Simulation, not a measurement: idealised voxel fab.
process module | voxel tone inversion
cross-section cut | 260 nm wide | cells 5 nm
A cross-section is a grid of square cells, given in bands from the top down. A band is one or more rows of cells.
Each band's line starts with the height of the band's top and of its bottom, in nm. Then come its materials from left to right, each with its width in nm. One material with "throughout" fills the band from edge to edge. "air" is empty space.
Height 0 is the level under which the wafer as received is all one material. The lowest band goes on downwards, as in "0 down".
A width such as "30 to 40" changes by the same amount from each row of cells to the next, from the band's top row to its bottom row.
"no change" after a step means that no cell of the cross-section changed.
closed voids: empty space of 8 cells or more with no open way to the top, each as width x height at its distance from the left edge, in nm
after a step's settings: what the simulator itself notes on the step
overlay nm, on a step with a mask: how far to the right of its planned place the mask lay; to the left if negative
plan
1 op RECEIVE | material Si
2 op CONFORMAL_DEP | material SiCN | thk nm 5
3 op DIRECTIONAL_DEP | material polySi | thk nm 20
4 op PATTERN | tone cover | mask id POSTS | material resist | width nm 20 | pitch nm 40 | thk nm 25 | overlay nm 0
5 op DIRECTIONAL_ETCH | etch materials polySi | depth nm 20
6 op STRIP | etch materials resist
7 op FILL_DEP | material lowk | thk nm 10
8 op CMP | height nm 25
9 op STRIP | etch materials polySi
10 op CONFORMAL_DEP | material TiN | thk nm 5
11 op FILL_DEP | material W | thk nm 5
12 op CMP | height nm 25
13 op CONFORMAL_DEP | material SiN | thk nm 5
as received, after step 1
  0 down: Si throughout
  closed voids: none
a wafer at the end: this start, this plan, one mistake
  30 to 25: SiN throughout
  25 to 20: lowk throughout
  20 to 0: lowk 100 | polySi 20 | lowk 20 | polySi 20 | lowk 100
  0 down: Si throughout
  closed voids: none
what went wrong: step 2 was left out
